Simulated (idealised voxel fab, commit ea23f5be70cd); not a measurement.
A process module follows: voxel wiring stack.
We display cut, a cross-section 170 nm in width whose square cells are each 5 nm.
If you're reading a cross-section in this doc, picture square cells in a grid; it comes to you as bands, top ones listed first down to the bottom, and a band can be one or more rows of cells.
It is stipulated that each band's entry specify, in nanometres, the height of the top of the band and then that of its bottom, followed by the materials of the band in left-to-right sequence, each together with its width in nanometres. A single material marked by the word "everywhere" is understood to fill the band from edge to edge; the word "empty" is understood to denote empty space.
For the purposes of this specification, 0 denotes the height below which the wafer in its as-received condition is composed wholly of one material, and the lowermost band, lacking a lower limit, extends downward without end, as expressed in "top 0, no bottom".
Width spec "30 to 40" -> top row of cells at first value, bottom row at second value, equal per-row change in between.
"no modification" means the step left every cell of the cross-section as it was.
In "Cavities, sealed" the enclosed voids are listed, meaning empty spaces of 8 cells or larger without any opening to the top. The form is width x height at distance, distance from the left edge, units nm.
Heads up: the bit after the settings on a step's line is the simulator's remark on that step.
"overlay nm", when on a step's line for a step with a mask, measures how far to the right of its planned place the mask lay; a negative measure means to the left.
Process steps (planned)
1. RECEIVE: material Si
2. CONFORMAL_DEP: material SiO2, thk nm 15
3. DIRECTIONAL_DEP: material TiN, thk nm 5
4. DIRECTIONAL_DEP: material W, thk nm 20
5. PATTERN: tone cover, mask id METAL_1, material resist, width nm 20, pitch nm 45, thk nm 20, overlay nm 0
6. DIRECTIONAL_ETCH: etch materials W, depth nm 20
7. DIRECTIONAL_ETCH: etch materials TiN, depth nm 5
8. STRIP: etch materials resist
9. CONFORMAL_DEP: material SiCN, thk nm 5
10. FILL_DEP: material lowk, thk nm 10
11. CMP: height nm 40
12. CONFORMAL_DEP: material SiCN, thk nm 5
13. DIRECTIONAL_DEP: material lowk, thk nm 10
14. DIRECTIONAL_DEP: material aC, thk nm 10
15. PATTERN: tone open, mask id PLUG_1, material resist, width nm 15, pitch nm 45, thk nm 30, overlay nm 0
16. DIRECTIONAL_ETCH: etch materials aC, depth nm 10
17. STRIP: etch materials resist
18. DIRECTIONAL_ETCH: etch materials lowk, depth nm 10
19. DIRECTIONAL_ETCH: etch materials SiCN, depth nm 5
20. STRIP: etch materials aC
21. EPI: material Ru, thk nm 10
22. EPI: material Ru, thk nm 5
23. CONFORMAL_DEP: material SiCN, thk nm 5
24. DIRECTIONAL_DEP: material SiO2, thk nm 25
25. DIRECTIONAL_DEP: material aC, thk nm 15
26. PATTERN: tone open, mask id METAL_2, material resist, width nm 20, pitch nm 45, thk nm 30, overlay nm 0
27. DIRECTIONAL_ETCH: etch materials aC, depth nm 15
28. STRIP: etch materials resist
29. DIRECTIONAL_ETCH: etch materials SiO2, depth nm 25
30. DIRECTIONAL_ETCH: etch materials SiCN, depth nm 5
31. STRIP: etch materials aC
32. CONFORMAL_DEP: material TiN, thk nm 5
33. FILL_DEP: material Cu, thk nm 10
34. CMP: height nm 85
35. CONFORMAL_DEP: material SiCN, thk nm 5
36. DIRECTIONAL_DEP: material SiO2, thk nm 30
37. MASKED_ETCH: tone open, mask id METAL_3_HOLES, width nm 15, pitch nm 45, etch materials SiO2, depth nm 30, overlay nm 0
38. MASKED_ETCH: tone open, mask id METAL_3, width nm 20, pitch nm 45, etch materials SiO2, depth nm 20, overlay nm 0
39. MASKED_ETCH: tone open, mask id METAL_3, width nm 20, pitch nm 45, etch materials SiCN, depth nm 5, overlay nm 0
40. CONFORMAL_DEP: material TiN, thk nm 5
41. FILL_DEP: material Ru, thk nm 5
42. CMP: height nm 120
43. CONFORMAL_DEP: material SiCN, thk nm 5
44. DIRECTIONAL_DEP: material SiO2, thk nm 30
45. MASKED_ETCH: tone open, mask id METAL_4_HOLES, width nm 15, pitch nm 90, etch materials SiO2, depth nm 30, overlay nm 0
46. MASKED_ETCH: tone open, mask id METAL_4, width nm 20, pitch nm 45, etch materials SiO2, depth nm 20, overlay nm 0
47. MASKED_ETCH: tone open, mask id METAL_4, width nm 20, pitch nm 45, etch materials SiCN, depth nm 5, overlay nm 0
48. CONFORMAL_DEP: material TiN, thk nm 5
49. FILL_DEP: material Ru, thk nm 5
50. CMP: height nm 155
51. CONFORMAL_DEP: material SiN, thk nm 5
Wafer as received: cross-section following step 1
- top 0, no bottom: Si everywhere
- Cavities, sealed: none
The plan above was carried out on the starting structure above with one mistake, and this cross-section shows the wafer at the end of the module
- top 160, bottom 155: SiN everywhere
- top 155, bottom 140: 30 SiO2 / 5 TiN / 10 Ru / 5 TiN / 25 SiO2 / 5 TiN / 10 Ru / 5 TiN / 25 SiO2 / 5 TiN / 10 Ru / 5 TiN / 30 SiO2
- top 140, bottom 135: 30 SiO2 / 5 TiN / 5 Ru / 10 TiN / 25 SiO2 / 20 TiN / 25 SiO2 / 5 TiN / 5 Ru / 10 TiN / 30 SiO2
- top 135, bottom 125: 30 SiO2 / 5 TiN / 5 Ru / 5 TiN / 75 SiO2 / 5 TiN / 5 Ru / 5 TiN / 35 SiO2
- top 125, bottom 120: 30 SiCN / 15 TiN / 75 SiCN / 15 TiN / 35 SiCN
- top 120, bottom 105: 30 SiO2 / 5 TiN / 10 Ru / 5 TiN / 25 SiO2 / 5 TiN / 10 Ru / 5 TiN / 25 SiO2 / 5 TiN / 10 Ru / 5 TiN / 30 SiO2
- top 105, bottom 100: 30 SiO2 / 5 TiN / 5 Ru / 10 TiN / 25 SiO2 / 5 TiN / 5 Ru / 10 TiN / 25 SiO2 / 5 TiN / 5 Ru / 10 TiN / 30 SiO2
- top 100, bottom 90: 30 SiO2 / 5 TiN / 5 Ru / 5 TiN / 30 SiO2 / 5 TiN / 5 Ru / 5 TiN / 30 SiO2 / 5 TiN / 5 Ru / 5 TiN / 35 SiO2
- top 90, bottom 85: 30 SiCN / 15 TiN / 30 SiCN / 15 TiN / 30 SiCN / 15 TiN / 35 SiCN
- top 85, bottom 70: 30 SiO2 / 5 TiN / 10 Cu / 5 TiN / 25 SiO2 / 5 TiN / 10 Cu / 5 TiN / 25 SiO2 / 5 TiN / 10 Cu / 5 TiN / 30 SiO2
- top 70, bottom 65: 30 SiCN / 20 TiN / 25 SiCN / 20 TiN / 25 SiCN / 20 TiN / 30 SiCN
- top 65, bottom 55: 30 lowk / 5 SiCN / 5 TiN / 5 SiCN / 30 lowk / 5 SiCN / 5 TiN / 5 SiCN / 30 lowk / 5 SiCN / 5 TiN / 5 SiCN / 35 lowk
- top 55, bottom 50: 35 SiCN / 5 TiN / 40 SiCN / 5 TiN / 40 SiCN / 5 TiN / 40 SiCN
- top 50, bottom 45: lowk everywhere
- top 45, bottom 40: 25 lowk / 30 SiCN / 15 lowk / 30 SiCN / 15 lowk / 30 SiCN / 25 lowk
- top 40, bottom 20: 25 lowk / 5 SiCN / 20 W / 5 SiCN / 15 lowk / 5 SiCN / 20 W / 5 SiCN / 15 lowk / 5 SiCN / 20 W / 5 SiCN / 25 lowk
- top 20, bottom 15: 30 SiCN / 20 TiN / 25 SiCN / 20 TiN / 25 SiCN / 20 TiN / 30 SiCN
- top 15, bottom 0: SiO2 everywhere
- top 0, no bottom: Si everywhere
- Cavities, sealed: none
Short version of what went wrong: the process deviated at step 11: the operation and settings actually run there were CMP: height nm 50
